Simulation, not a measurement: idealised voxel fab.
You're looking at the process module voxel self aligned contacts.
We display cut, a cross-section 180 nm in width whose square cells are each 5 nm.
A cross-section is a grid of square cells, given in bands from the top down. A band is one or more rows of cells.
Read a band's entry like this: the first values are the height of its top and the height of its bottom in nm, and what follows is the sequence of materials from left to right, each with its width in nm. Note that "empty" is empty space, and that a single material marked "throughout" reaches across the band from edge to edge.
Below 0: as-received wafer, all one material; heights counted from there. Lowest band: no bottom, goes on down, written "top 0, no bottom".
Per-row width for "30 to 40": begins at first number (top row of band), ends at second number (bottom row), increment between rows held constant.
Step note "no change occurred" = no cross-section cell changed.
If an empty space has no open way to the top and is at least 8 cells in size, "Unvented cavities" lists it, written width x height at distance, where distance is measured from the left edge and every value is in nm.
That trailing text on a step's line, after the settings, is the simulator's own remark on the step.
Steps that use a mask can have "overlay nm" on their line. It says how far the mask sat to the right of where it was meant to be. Negative means to the left.
# Listed below are the process steps as planned
1: RECEIVE [material Si]
2: CONFORMAL_DEP [material SiO2] [thk nm 5]
3: DIRECTIONAL_DEP [material polySi] [thk nm 20]
4: DIRECTIONAL_DEP [material SiN] [thk nm 15]
5: PATTERN [tone cover] [mask id GATE] [material resist] [width nm 30] [pitch nm 60] [thk nm 20] [overlay nm 0]
6: DIRECTIONAL_ETCH [etch materials SiN] [depth nm 15]
7: DIRECTIONAL_ETCH [etch materials polySi] [depth nm 20]
8: STRIP [etch materials resist]
9: CONFORMAL_DEP [material SiN] [thk nm 5]
10: DIRECTIONAL_ETCH [etch materials SiN] [depth nm 5]
11: FILL_DEP [material SiO2] [thk nm 15]
12: CMP [height nm 50]
13: PATTERN [tone open] [mask id CONTACT] [material resist] [width nm 40] [thk nm 15] [overlay nm 0]
14: DIRECTIONAL_ETCH [etch materials SiO2] [depth nm 50]
15: STRIP [etch materials resist]
16: CONFORMAL_DEP [material TiN] [thk nm 5]
17: FILL_DEP [material Ru] [thk nm 10]
18: CMP [height nm 50]
19: CONFORMAL_DEP [material SiN] [thk nm 5]
# Wafer at receipt (post step 1), cross-section
	top 0, no bottom: Si throughout
	Unvented cavities: none
# Starting structure and process plan are as shown above, but one mistake was made in running the module; the wafer cross-section at the end of the module follows
	top 55, bottom 50: SiN throughout
	top 50, bottom 45: 70 nm SiO2, 5 nm TiN, 30 nm Ru, 5 nm TiN, 70 nm SiO2
	top 45, bottom 40: 70 nm SiO2, 40 nm TiN, 70 nm SiO2
	top 40, bottom 25: 50 nm SiN, 20 nm SiO2, 40 nm SiN, 20 nm SiO2, 50 nm SiN
	top 25, bottom 5: 45 nm polySi, 5 nm SiN, 20 nm SiO2, 5 nm SiN, 30 nm polySi, 5 nm SiN, 20 nm SiO2, 5 nm SiN, 45 nm polySi
	top 5, bottom 0: SiO2 throughout
	top 0, no bottom: Si throughout
	Unvented cavities: none
In executing the process, a mistake was made relative to the plan: step 5 went in with a setting other than planned; the actual run was PATTERN [tone open] [mask id GATE] [material resist] [width nm 30] [pitch nm 60] [thk nm 20] [overlay nm 0]
